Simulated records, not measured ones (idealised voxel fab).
The document below concerns the process module designated voxel self aligned contacts.
In the cross-section labelled cut, the width is 225 nm and each square cell is 5 nm.
Notation: cross-section as square-cell grid; stated in bands, top first, going down; one or more cell rows per band. A band entry consists of two parts. The first gives the height of the band's top and the height of its bottom, in nm. The rest lists the band's materials from left to right, each with its width in nm. A single material labelled with the word "all across" fills the band from edge to edge, and the word "empty" marks empty space. A quick word on heights: they are counted from 0, and under that level the wafer as it came to us is one material throughout. The lowest band is different from the rest in having no bottom; it simply continues downward, written as in "0 down". You'd read "30 to 40" like this: the band's top row of cells is as wide as the first number, its bottom row is as wide as the second, and going down, every row changes width by the same amount as the row before did. "remains unaltered" after a step means that no cell of the cross-section changed. You'll see "Sealed void inventory" listing empty spaces that have no way open to the top, as long as they're 8 cells or more; the notation is width x height at distance, where the distance is from the left edge, and all of it is in nm. Past the settings on a step's line: simulator remark, on that step. "overlay nm" answers the question of how far to the right of plan the mask lay on a step that has a mask, and when it is negative the answer is to the left.
# Planned step list for the process
1,RECEIVE: material Si
2,OXIDIZE: depth nm 5
3,DIRECTIONAL_DEP: material polySi, thk nm 30
4,DIRECTIONAL_DEP: material SiN, thk nm 20
5,PATTERN: tone cover, mask id GATE, material resist, width nm 35, pitch nm 70, thk nm 20, overlay nm 0
6,DIRECTIONAL_ETCH: etch materials SiN, depth nm 20
7,DIRECTIONAL_ETCH: etch materials polySi, depth nm 30
8,STRIP: etch materials resist
9,CONFORMAL_DEP: material SiN, thk nm 5
10,DIRECTIONAL_ETCH: etch materials SiN, depth nm 5
11,FILL_DEP: material SiO2, thk nm 20
12,CMP: height nm 60
13,DIRECTIONAL_DEP: material aC, thk nm 10
14,PATTERN: tone open, mask id CONTACT, material resist, width nm 55, pitch nm 70, thk nm 25, overlay nm 0
15,DIRECTIONAL_ETCH: etch materials aC, depth nm 10
16,STRIP: etch materials resist
17,DIRECTIONAL_ETCH: etch materials SiO2, depth nm 65
18,STRIP: etch materials aC
19,CONFORMAL_DEP: material TiN, thk nm 5
20,FILL_DEP: material W, thk nm 5
21,CMP: height nm 60
22,CONFORMAL_DEP: material SiN, thk nm 5
# As-received wafer cross-section (after step 1)
  0 down: Si all across
  Sealed void inventory: none
# Final cross-section, module run with one mistake (start and plan as above)
  65 to 60: SiN all across
  60 to 55: 50 SiO2 / 5 TiN / 45 W / 5 TiN / 15 SiO2 / 5 TiN / 45 W / 5 TiN / 50 SiO2
  55 to 50: 50 SiO2 / 55 TiN / 15 SiO2 / 55 TiN / 50 SiO2
  50 to 30: 30 SiN / 20 SiO2 / 5 TiN / 45 SiN / 5 TiN / 15 SiO2 / 5 TiN / 45 SiN / 5 TiN / 20 SiO2 / 30 SiN
  30 to 0: 25 polySi / 5 SiN / 20 SiO2 / 5 TiN / 5 SiN / 35 polySi / 5 SiN / 5 TiN / 15 SiO2 / 5 TiN / 5 SiN / 35 polySi / 5 SiN / 5 TiN / 20 SiO2 / 5 SiN / 25 polySi
  0 to -5: 50 SiO2 / 5 TiN / 45 SiO2 / 5 TiN / 15 SiO2 / 5 TiN / 45 SiO2 / 5 TiN / 50 SiO2
  -5 down: Si all across
  Sealed void inventory: none
It is concluded that the wafer was processed incorrectly with respect to the plan, in that step 5 changed vs plan, executed as PATTERN: tone open, mask id GATE, material resist, width nm 35, pitch nm 70, thk nm 20, overlay nm 0
